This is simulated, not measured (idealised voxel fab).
process module | voxel ribs on slabs
cross-section cut | 185 nm wide | cells 5 nm
A cross-section is a grid of square cells, given in bands from the top down. A band is one or more rows of cells.
Each band's line starts with the height of the band's top and of its bottom, in nm. Then come its materials from left to right, each with its width in nm. One material with "throughout" fills the band from edge to edge. "air" is empty space.
Height 0 is the level under which the wafer as received is all one material. The lowest band goes on downwards, as in "0 down".
A width such as "30 to 40" changes by the same amount from each row of cells to the next, from the band's top row to its bottom row.
"no change" after a step means that no cell of the cross-section changed.
closed voids: empty space of 8 cells or more with no open way to the top, each as width x height at its distance from the left edge, in nm
after a step's settings: what the simulator itself notes on the step
overlay nm, on a step with a mask: how far to the right of its planned place the mask lay; to the left if negative
plan
1 op RECEIVE | material Si
2 op DIRECTIONAL_DEP | material SiO2 | thk nm 20
3 op DIRECTIONAL_DEP | material polySi | thk nm 15
4 op MASKED_ETCH | tone cover | mask id RIB | width nm 15 | etch materials polySi | depth nm 5 | overlay nm 0
5 op MASKED_ETCH | tone cover | mask id SLAB | width nm 55 | etch materials polySi | depth nm 10 | overlay nm 0
6 op FILL_DEP | material SiO2 | thk nm 20
7 op CMP | height nm 45
8 op DIRECTIONAL_DEP | material TiN | thk nm 5
9 op DIRECTIONAL_DEP | material aC | thk nm 10
10 op PATTERN | tone cover | mask id HEATER | material resist | width nm 25 | thk nm 30 | overlay nm 0
11 op DIRECTIONAL_ETCH | etch materials aC | depth nm 10
12 op STRIP | etch materials resist
13 op DIRECTIONAL_ETCH | etch materials TiN | depth nm 5
14 op STRIP | etch materials aC
15 op CONFORMAL_DEP | material SiN | thk nm 5
as received, after step 1
  0 down: Si throughout
  closed voids: none
first wafer at the end, as planned
  55 to 50: air 75 | SiN 35 | air 75
  50 to 45: SiN 80 | TiN 25 | SiN 80
  45 to 35: SiO2 throughout
  35 to 30: SiO2 85 | polySi 15 | SiO2 85
  30 to 20: SiO2 65 | polySi 55 | SiO2 65
  20 to 0: SiO2 throughout
  0 down: Si throughout
  closed voids: none
second wafer at the end: like start, like plan, one mistake
  55 to 50: air 75 | SiN 35 | air 75
  50 to 45: SiN 80 | TiN 25 | SiN 80
  45 to 35: SiO2 throughout
  35 to 30: SiO2 65 | polySi 20 | SiO2 15 | polySi 20 | SiO2 65
  30 to 25: SiO2 65 | polySi 55 | SiO2 65
  25 to 20: polySi throughout
  20 to 0: SiO2 throughout
  0 down: Si throughout
  closed voids: none
what went wrong: step 4 ran as: op MASKED_ETCH | tone open | mask id RIB | width nm 15 | etch materials polySi | depth nm 5 | overlay nm 0
at the end the second wafer has, in cells: 31 fewer of SiO2 | 31 more of polySi
